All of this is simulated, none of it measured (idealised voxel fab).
You're looking at the process module voxel fin reveal.
This is section cut - it's 195 nm across, gridded in 5 nm square cells.
For the purposes of this document, a cross-section shall be understood as a grid of square cells, specified as bands listed in top-to-bottom order, each band consisting of one or more rows of cells.
For a band, the entry starts with two heights in nm, that of the top and then that of the bottom, and carries on with the band's materials in order from left to right, each alongside its width in nm; the word "all across" beside a single material means it fills the band edge to edge, and "blank" means empty space.
For the purposes of this specification, 0 denotes the height below which the wafer in its as-received condition is composed wholly of one material, and the lowermost band, lacking a lower limit, extends downward without end, as expressed in "from 0 down".
Read "30->40" as a graded width: first number on top, second number at the bottom, same change between each pair of neighbouring rows.
Where a step carries "nothing got changed", the cross-section came out of it unchanged, cell for cell.
Closed-off voids of 8+ cells (no open route to the top) go in "Closed void entries", written width x height at distance from the left edge, in nm.
On a step's line, text after the settings is the simulator commenting on that step.
If you see "overlay nm" on a step's line and that step has a mask, it's telling you how far right of where it was planned the mask ended up; a negative number means it went left instead.

STEPS PLANNED FOR THE PROCESS
1: RECEIVE,material Si
2: CONFORMAL_DEP,material SiN,thk nm 5
3: PATTERN,tone cover,mask id FINS,material resist,width nm 15,pitch nm 35,thk nm 20,overlay nm 0
4: DIRECTIONAL_ETCH,etch materials SiN,depth nm 5
5: DIRECTIONAL_ETCH,etch materials Si,depth nm 40
6: STRIP,etch materials resist
7: FILL_DEP,material SiO2,thk nm 10
8: CMP,height nm 5
9: SELECTIVE_ETCH,etch materials SiO2,depth nm 30
10: STRIP,etch materials SiN
11: CONFORMAL_DEP,material SiO2,thk nm 5

SO THIS IS THE INCOMING WAFER IN CROSS-SECTION - IT'S ALREADY BEEN THROUGH STEP 1
> from 0 down  Si all across
> Closed void entries: none

FIRST OF TWO WAFERS: CROSS-SECTION AT END OF MODULE, RUN PER PLAN
> from 5 to 0  65 nm blank / 25 nm SiO2 / 10 nm blank / 25 nm SiO2 / 70 nm blank
> from 0 to -20  65 nm blank / 5 nm SiO2 / 15 nm Si / 5 nm SiO2 / 10 nm blank / 5 nm SiO2 / 15 nm Si / 5 nm SiO2 / 70 nm blank
> from -20 to -40  70 nm SiO2 / 15 nm Si / 20 nm SiO2 / 15 nm Si / 75 nm SiO2
> from -40 down  Si all across
> Closed void entries: none

CROSS-SECTION, WAFER TWO OF TWO, END OF MODULE: SAME START AND PLAN AS WAFER ONE, ONE ERROR IN EXECUTION
> from 5 to 0  65 nm blank / 30 nm SiO2 / 5 nm blank / 30 nm SiO2 / 65 nm blank
> from 0 to -20  65 nm blank / 5 nm SiO2 / 20 nm Si / 5 nm SiO2 / 5 nm blank / 5 nm SiO2 / 20 nm Si / 5 nm SiO2 / 65 nm blank
> from -20 to -40  70 nm SiO2 / 20 nm Si / 15 nm SiO2 / 20 nm Si / 70 nm SiO2
> from -40 down  Si all across
> Closed void entries: none
Heads up, the wafer didn't run the way we planned it: step 3: run off-plan, actual operation and settings PATTERN,tone cover,mask id FINS,material resist,width nm 20,pitch nm 35,thk nm 20,overlay nm 0
The second wafer ends with more or fewer cells of some materials than the first, per final count: Si +16, SiO2 -6
